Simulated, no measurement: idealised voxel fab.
The following is a process module called voxel ribs on slabs.
The figure presents cross-section cut, which has a width of 265 nm and is divided into square cells with an edge length of 5 nm.
We lay out every cross-section as a grid of square cells and spell it out in bands from the top down, where one band means one or more rows of cells.
Band: top height; bottom height; in nm. Then, left to right: material with width in nm, for each material. "edge to edge": a single material spanning edge to edge. "blank": empty space.
Note: height 0 marks the level under which the wafer is uniformly one material as received. Lowest band unbounded below, written "0 nm and below".
The width entry "30->40" should be interpreted row by row: the top row of cells in the band takes the first number, the bottom row takes the second number, and the change between adjacent rows is uniform throughout.
Given "remained unchanged" for a step, no cell of the cross-section differs between before and after that step.
"Closed-off voids" enumerates empty spaces isolated from the top, with no open way to it, that contain at least 8 cells, giving each as width x height at distance from the left edge, all three in nm.
Where a step's line continues beyond its settings, the continuation is a remark by the simulator itself on that step.
overlay nm: mask right of planned place by this much (step with mask). Neg. = left.

The following list gives the planned process steps:
1. RECEIVE | material Si
2. DIRECTIONAL_DEP | material SiO2 | thk nm 30
3. DIRECTIONAL_DEP | material polySi | thk nm 20
4. PATTERN | tone cover | mask id RIB | material resist | width nm 30 | thk nm 15 | overlay nm 0
5. DIRECTIONAL_ETCH | etch materials polySi | depth nm 5
6. STRIP | etch materials resist
7. MASKED_ETCH | tone cover | mask id SLAB | width nm 60 | etch materials polySi | depth nm 15 | overlay nm 0
8. FILL_DEP | material SiO2 | thk nm 20
9. CMP | height nm 60
10. DIRECTIONAL_DEP | material TiN | thk nm 10
11. PATTERN | tone cover | mask id HEATER | material resist | width nm 40 | thk nm 15 | overlay nm 0
12. DIRECTIONAL_ETCH | etch materials TiN | depth nm 10
13. STRIP | etch materials resist
14. CONFORMAL_DEP | material SiN | thk nm 10

As received, after step 1:
> 0 nm and below: Si edge to edge
> Closed-off voids: none

The first of two wafers, cross-sectioned at the end of the module, with the run proceeding as planned:
> 80 nm to 70 nm: 100 nm blank  60 nm SiN  105 nm blank
> 70 nm to 60 nm: 110 nm SiN  40 nm TiN  115 nm SiN
> 60 nm to 50 nm: SiO2 edge to edge
> 50 nm to 45 nm: 115 nm SiO2  30 nm polySi  120 nm SiO2
> 45 nm to 30 nm: 100 nm SiO2  60 nm polySi  105 nm SiO2
> 30 nm to 0 nm: SiO2 edge to edge
> 0 nm and below: Si edge to edge
> Closed-off voids: none

So this is wafer number two of the two, cut at the end of the module - it started where the first did and had the same plan, we just got one thing wrong running it:
> 70 nm to 60 nm: 110 nm blank  40 nm TiN  115 nm blank
> 60 nm to 50 nm: SiO2 edge to edge
> 50 nm to 45 nm: 115 nm SiO2  30 nm polySi  120 nm SiO2
> 45 nm to 30 nm: 100 nm SiO2  60 nm polySi  105 nm SiO2
> 30 nm to 0 nm: SiO2 edge to edge
> 0 nm and below: Si edge to edge
> Closed-off voids: none
Run error: skipped: plan step 14 (never run)
The closing comparison, in cells, has the second wafer with more or fewer of some materials than the first: -114 SiN
